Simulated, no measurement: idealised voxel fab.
voxel tone inversion: a process module
The width of the displayed cross-section, cut, is 150 nm; its cells are square, with a size of 5 nm.
When this document writes out a cross-section, it uses a grid of square cells and lists it as bands, beginning at the top and moving down, with a band standing for one or more rows of cells. In this notation a band is specified by the heights of its top and bottom, in that order and in nm, after which its materials appear from left to right, each paired with its width in nm. The word "full width" attached to a single material means that material fills the band from edge to edge; the word "blank" stands for empty space. Heights are measured from 0, the level below which the as-received wafer is all one material; the lowest band has no bottom and continues downward, written as in "top 0, no bottom". Width "30..40": first value at the band's top row of cells, second value at its bottom row, equal change from row to row. "no alterations made" (step): cross-section cells unchanged, all of them. You'll see "Trapped void list" listing empty spaces that have no way open to the top, as long as they're 8 cells or more; the notation is width x height at distance, where the distance is from the left edge, and all of it is in nm. Post-settings text on a step line: simulator's own remark regarding the step. overlay nm: mask right of planned place by this much (step with mask). Neg. = left.

[List of planned process steps]
step 1: RECEIVE [material Si]
step 2: CONFORMAL_DEP [material SiN] [thk nm 10]
step 3: DIRECTIONAL_DEP [material aC] [thk nm 25]
step 4: PATTERN [tone cover] [mask id POSTS] [material resist] [width nm 15] [pitch nm 45] [thk nm 30] [overlay nm 0]
step 5: DIRECTIONAL_ETCH [etch materials aC] [depth nm 25]
step 6: STRIP [etch materials resist]
step 7: FILL_DEP [material SiO2] [thk nm 5]
step 8: CMP [height nm 35]
step 9: STRIP [etch materials aC]
step 10: CONFORMAL_DEP [material TiN] [thk nm 5]
step 11: FILL_DEP [material W] [thk nm 5]
step 12: CMP [height nm 25]
step 13: CONFORMAL_DEP [material SiCN] [thk nm 5]
Variable across wafers: step 12 height nm (plan value is that of the first wafer; starting state common to all).

[The first of several wafers in cross-section, exactly as it reached us after step 1]
  top 0, no bottom = Si full width
  Trapped void list: none

[At the end of the module, after its last step, step 13, the first of several wafers appears in cross-section as follows]
  top 30, bottom 25 = SiCN full width
  top 25, bottom 15 = SiO2 (20)  TiN (5)  W (5)  TiN (5)  SiO2 (30)  TiN (5)  W (5)  TiN (5)  SiO2 (30)  TiN (5)  W (5)  TiN (5)  SiO2 (25)
  top 15, bottom 10 = SiO2 (20)  TiN (15)  SiO2 (30)  TiN (15)  SiO2 (30)  TiN (15)  SiO2 (25)
  top 10, bottom 0 = SiN full width
  top 0, no bottom = Si full width
  Trapped void list: none

[A cross-section through the last wafer at the close of the module]
  top 50, bottom 45 = SiCN full width
  top 45, bottom 40 = W full width
  top 40, bottom 35 = TiN (25)  W (5)  TiN (40)  W (5)  TiN (40)  W (5)  TiN (30)
  top 35, bottom 15 = SiO2 (20)  TiN (5)  W (5)  TiN (5)  SiO2 (30)  TiN (5)  W (5)  TiN (5)  SiO2 (30)  TiN (5)  W (5)  TiN (5)  SiO2 (25)
  top 15, bottom 10 = SiO2 (20)  TiN (15)  SiO2 (30)  TiN (15)  SiO2 (30)  TiN (15)  SiO2 (25)
  top 10, bottom 0 = SiN full width
  top 0, no bottom = Si full width
  Trapped void list: none

[Below is a per-wafer table. In it, each row describes the wafer at the end of the module by giving, for each material, the number of cells gained (+) or lost (-) since the wafer was received, and after that the closed voids of the wafer]
height nm 25; +30 SiCN; +60 SiN; +63 SiO2; +21 TiN; +6 W; Trapped void list: none
height nm 30; +30 SiCN; +60 SiN; +84 SiO2; +27 TiN; +9 W; Trapped void list: none
height nm 35; +30 SiCN; +60 SiN; +105 SiO2; +33 TiN; +12 W; Trapped void list: none
height nm 40; +30 SiCN; +60 SiN; +105 SiO2; +60 TiN; +15 W; Trapped void list: none
height nm 45; +30 SiCN; +60 SiN; +105 SiO2; +60 TiN; +45 W; Trapped void list: none
